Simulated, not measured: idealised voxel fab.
A process module follows: voxel capacitor over wiring.
The cross-section on display is named cut; it measures 245 nm wide, and its cells are 5 nm squares.
Cross-section layout: square cells on a grid; listed as bands, top to bottom; a band spans one or more cell rows.
For a band, the entry starts with two heights in nm, that of the top and then that of the bottom, and carries on with the band's materials in order from left to right, each alongside its width in nm; the word "all across" beside a single material means it fills the band edge to edge, and "empty" means empty space.
All heights in this document are referenced to 0, defined as the level beneath which the wafer, as received, consists entirely of one material. The lowest band is not bounded below; it extends indefinitely downward and is written in the form "0 nm and below".
A width given as "30 to 40" starts at the first number in the band's top row and ends at the second number in its bottom row, shifting by an equal amount at every step from row to row.
"no modifications" for a step: no cell of the cross-section changed in that step.
Heads up: "Listed closed voids" only lists the empty pockets with no open path to the top that are 8 cells or more, and it writes them as width x height at distance, distance from the left edge, in nm.
That trailing text on a step's line, after the settings, is the simulator's own remark on the step.
"overlay nm", when on a step's line for a step with a mask, measures how far to the right of its planned place the mask lay; a negative measure means to the left.

Listed below are the process steps as planned:
| 1 | RECEIVE (material Si) |
| 2 | CONFORMAL_DEP (material SiO2; thk nm 15) |
| 3 | CONFORMAL_DEP (material SiN; thk nm 5) |
| 4 | DIRECTIONAL_DEP (material SiO2; thk nm 15) |
| 5 | MASKED_ETCH (tone open; mask id METAL_1; width nm 30; pitch nm 100; etch materials SiO2; depth nm 15; overlay nm 0) |
| 6 | MASKED_ETCH (tone open; mask id METAL_1; width nm 30; pitch nm 100; etch materials SiN; depth nm 5; overlay nm 0) |
| 7 | CONFORMAL_DEP (material TiN; thk nm 5) |
| 8 | FILL_DEP (material W; thk nm 10) |
| 9 | CMP (height nm 35) |
| 10 | EPI (material Ru; thk nm 5) |
| 11 | FILL_DEP (material SiCN; thk nm 5) |
| 12 | DIRECTIONAL_DEP (material SiO2; thk nm 20) |
| 13 | DIRECTIONAL_DEP (material aC; thk nm 15) |
| 14 | PATTERN (tone open; mask id PLUG_1; material resist; width nm 15; thk nm 35; overlay nm 0) |
| 15 | DIRECTIONAL_ETCH (etch materials aC; depth nm 15) |
| 16 | STRIP (etch materials resist) |
| 17 | DIRECTIONAL_ETCH (etch materials SiO2; depth nm 20) |
| 18 | DIRECTIONAL_ETCH (etch materials SiCN; depth nm 5) |
| 19 | STRIP (etch materials aC) |
| 20 | CONFORMAL_DEP (material TiN; thk nm 5) |
| 21 | FILL_DEP (material Ru; thk nm 5) |
| 22 | CMP (height nm 65) |
| 23 | DIRECTIONAL_DEP (material TiN; thk nm 5) |
| 24 | DIRECTIONAL_DEP (material SiN; thk nm 5) |
| 25 | DIRECTIONAL_DEP (material TiN; thk nm 5) |
| 26 | DIRECTIONAL_DEP (material aC; thk nm 15) |
| 27 | PATTERN (tone cover; mask id UPPER_PLATE; material resist; width nm 75; thk nm 30; overlay nm 0) |
| 28 | DIRECTIONAL_ETCH (etch materials aC; depth nm 15) |
| 29 | STRIP (etch materials resist) |
| 30 | DIRECTIONAL_ETCH (etch materials TiN; depth nm 5) |
| 31 | DIRECTIONAL_ETCH (etch materials SiN; depth nm 5) |
| 32 | STRIP (etch materials aC) |
| 33 | DIRECTIONAL_DEP (material aC; thk nm 15) |
| 34 | PATTERN (tone cover; mask id LOWER_PLATE; material resist; width nm 85; thk nm 30; overlay nm 0) |
| 35 | DIRECTIONAL_ETCH (etch materials aC; depth nm 15) |
| 36 | STRIP (etch materials resist) |
| 37 | DIRECTIONAL_ETCH (etch materials TiN; depth nm 5) |
| 38 | STRIP (etch materials aC) |
| 39 | FILL_DEP (material SiO2; thk nm 20) |
| 40 | CMP (height nm 95) |
| 41 | PATTERN (tone open; mask id PLUG_2; material resist; width nm 15; thk nm 20; overlay nm 0) |
| 42 | DIRECTIONAL_ETCH (etch materials SiO2; depth nm 15) |
| 43 | STRIP (etch materials resist) |
| 44 | CONFORMAL_DEP (material TiN; thk nm 5) |
| 45 | FILL_DEP (material Ru; thk nm 10) |
| 46 | CMP (height nm 95) |
| 47 | CONFORMAL_DEP (material SiN; thk nm 5) |

Incoming wafer, cross-sectional view, post step 1:
  0 nm and below: Si all across
  Listed closed voids: none

Wafer cross-section at end of module: start and plan as shown above, one execution error:
  100 nm to 95 nm: SiN all across
  95 nm to 85 nm: SiO2 80, then TiN 5, then Ru 5, then TiN 5, then SiO2 150
  85 nm to 80 nm: SiO2 80, then TiN 15, then SiO2 150
  80 nm to 75 nm: SiO2 all across
  75 nm to 70 nm: SiO2 70, then TiN 75, then SiO2 100
  70 nm to 65 nm: SiO2 70, then SiN 75, then SiO2 100
  65 nm to 60 nm: SiO2 65, then TiN 85, then SiO2 95
  60 nm to 45 nm: SiO2 70, then TiN 5, then Ru 5, then TiN 5, then SiO2 160
  45 nm to 40 nm: SiCN 70, then TiN 15, then SiCN 160
  40 nm to 35 nm: SiCN 50, then Ru 40, then SiCN 60, then Ru 40, then SiCN 55
  35 nm to 20 nm: SiO2 55, then TiN 5, then W 20, then TiN 5, then SiO2 70, then TiN 5, then W 20, then TiN 5, then SiO2 60
  20 nm to 15 nm: SiN 55, then TiN 30, then SiN 70, then TiN 30, then SiN 60
  15 nm to 0 nm: SiO2 all across
  0 nm and below: Si all across
  Listed closed voids: none
What went wrong in running the wafer? step 22 did not happen as planned, as run it was CMP (height nm 60)
